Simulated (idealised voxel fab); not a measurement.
process module | voxel released beams
cross-section cut | 290 nm wide | cells 5 nm
A cross-section is a grid of square cells, given in bands from the top down. A band is one or more rows of cells.
Each band's line starts with the height of the band's top and of its bottom, in nm. Then come its materials from left to right, each with its width in nm. One material with "throughout" fills the band from edge to edge. "air" is empty space.
Height 0 is the level under which the wafer as received is all one material. The lowest band goes on downwards, as in "0 down".
A width such as "30 to 40" changes by the same amount from each row of cells to the next, from the band's top row to its bottom row.
"no change" after a step means that no cell of the cross-section changed.
closed voids: empty space of 8 cells or more with no open way to the top, each as width x height at its distance from the left edge, in nm
after a step's settings: what the simulator itself notes on the step
overlay nm, on a step with a mask: how far to the right of its planned place the mask lay; to the left if negative
plan
1 op RECEIVE | material Si
2 op CONFORMAL_DEP | material SiN | thk nm 10
3 op DIRECTIONAL_DEP | material SiO2 | thk nm 10
4 op MASKED_ETCH | tone open | mask id ANCHOR | width nm 45 | etch materials SiO2 | depth nm 10 | overlay nm 0
5 op CONFORMAL_DEP | material polySi | thk nm 15
6 op MASKED_ETCH | tone cover | mask id BEAM | width nm 90 | etch materials polySi | depth nm 15 | overlay nm -15
7 op STRIP | etch materials SiO2
varied across the wafers: overlay nm of step 6. The plan shows the first wafer's value. All wafers start alike
first wafer as received, after step 1
  0 down: Si throughout
  closed voids: none
first wafer at the end, after step 7
  35 to 25: air 80 | polySi 35 | air 15 | polySi 40 | air 120
  25 to 20: air 80 | polySi 90 | air 120
  20 to 10: air 100 | polySi 45 | air 145
  10 to 0: SiN throughout
  0 down: Si throughout
  closed voids: none
last wafer at the end
  35 to 25: air 110 | polySi 5 | air 15 | polySi 70 | air 90
  25 to 20: air 110 | polySi 90 | air 90
  20 to 10: air 100 | polySi 45 | air 145
  10 to 0: SiN throughout
  0 down: Si throughout
  closed voids: none
each wafer at the end: cells of each material gained (+) or lost (-) since it was received, then its closed voids
overlay nm -15 | +116 SiN | +66 polySi | closed voids: none
overlay nm -10 | +116 SiN | +66 polySi | closed voids: none
overlay nm -5 | +116 SiN | +66 polySi | closed voids: none
overlay nm 0 | +116 SiN | +66 polySi | closed voids: none
overlay nm 5 | +116 SiN | +66 polySi | closed voids: none
overlay nm 10 | +116 SiN | +66 polySi | closed voids: none
overlay nm 15 | +116 SiN | +66 polySi | closed voids: none
